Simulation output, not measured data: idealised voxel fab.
Module name: voxel fin reveal (process module)
The cross-section on display is named cut; it measures 190 nm wide, and its cells are 5 nm squares.
This document writes a cross-section as a grid whose cells are square, and gives it as bands, listed from the top down; one or more rows of cells form a band.
First you get the band's top height and its bottom height, in nm, and then the materials it's made of, left to right, with each width in nm. If you see a single material with "full width", that one covers the band edge to edge. "air" is empty space.
Basically, 0 is our baseline, since under it the wafer straight out of the box is all one material. The bottom band has no lower end and keeps on going down, so it looks like "0..down".
Width: "30 to 40" (first number = top row, second number = bottom row, same change from row to row of cells).
Reading "everything unchanged" for a step: not a cell of the cross-section changed in it.
So "Trapped cavities" is basically the list of trapped voids: any empty space of 8 cells or more that can't reach the top through an opening. They're written width x height at distance, the distance being from the left edge, and it's all nm.
It should be noted that, on the line of a given step, the content following the step's settings is a remark produced by the simulator itself with respect to that step.
overlay nm: right-of-plan distance of the mask on a masked step; negative values mean left-of-plan.

STEPS IN THE PROCESS PLAN
1,RECEIVE [material Si]
2,CONFORMAL_DEP [material SiN] [thk nm 5]
3,PATTERN [tone cover] [mask id FINS] [material resist] [width nm 15] [pitch nm 45] [thk nm 20] [overlay nm 0]
4,DIRECTIONAL_ETCH [etch materials SiN] [depth nm 5]
5,DIRECTIONAL_ETCH [etch materials Si] [depth nm 35]
6,STRIP [etch materials resist]
7,OXIDIZE [depth nm 5]
8,FILL_DEP [material SiO2] [thk nm 5]
9,CMP [height nm 5]
10,SELECTIVE_ETCH [etch materials SiO2] [depth nm 15]
11,STRIP [etch materials SiN]
12,CONFORMAL_DEP [material SiO2] [thk nm 5]

CROSS-SECTION OF THE WAFER AT RECEIPT, WHICH IS THE CONDITION AFTER STEP 1
* 0..down  Si full width
* Trapped cavities: none

STARTING WAFER: ABOVE. PLAN: ABOVE. RUN: ONE MISTAKE. CROSS-SECTION AFTER THE MODULE: BELOW
* 5..0  15 of air, then 15 of SiO2, then 30 of air, then 15 of SiO2, then 30 of air, then 15 of SiO2, then 30 of air, then 15 of SiO2, then 25 of air
* 0..-5  15 of air, then 5 of SiO2, then 5 of Si, then 5 of SiO2, then 30 of air, then 5 of SiO2, then 5 of Si, then 5 of SiO2, then 30 of air, then 5 of SiO2, then 5 of Si, then 5 of SiO2, then 30 of air, then 5 of SiO2, then 5 of Si, then 5 of SiO2, then 25 of air
* -5..-40  20 of SiO2, then 5 of Si, then 40 of SiO2, then 5 of Si, then 40 of SiO2, then 5 of Si, then 40 of SiO2, then 5 of Si, then 30 of SiO2
* -40..down  Si full width
* Trapped cavities: none
So what did we get wrong on this run? heads up, step 3 didn't go per plan, it actually ran as PATTERN [tone cover] [mask id FINS] [material resist] [width nm 15] [pitch nm 45] [thk nm 20] [overlay nm -5]
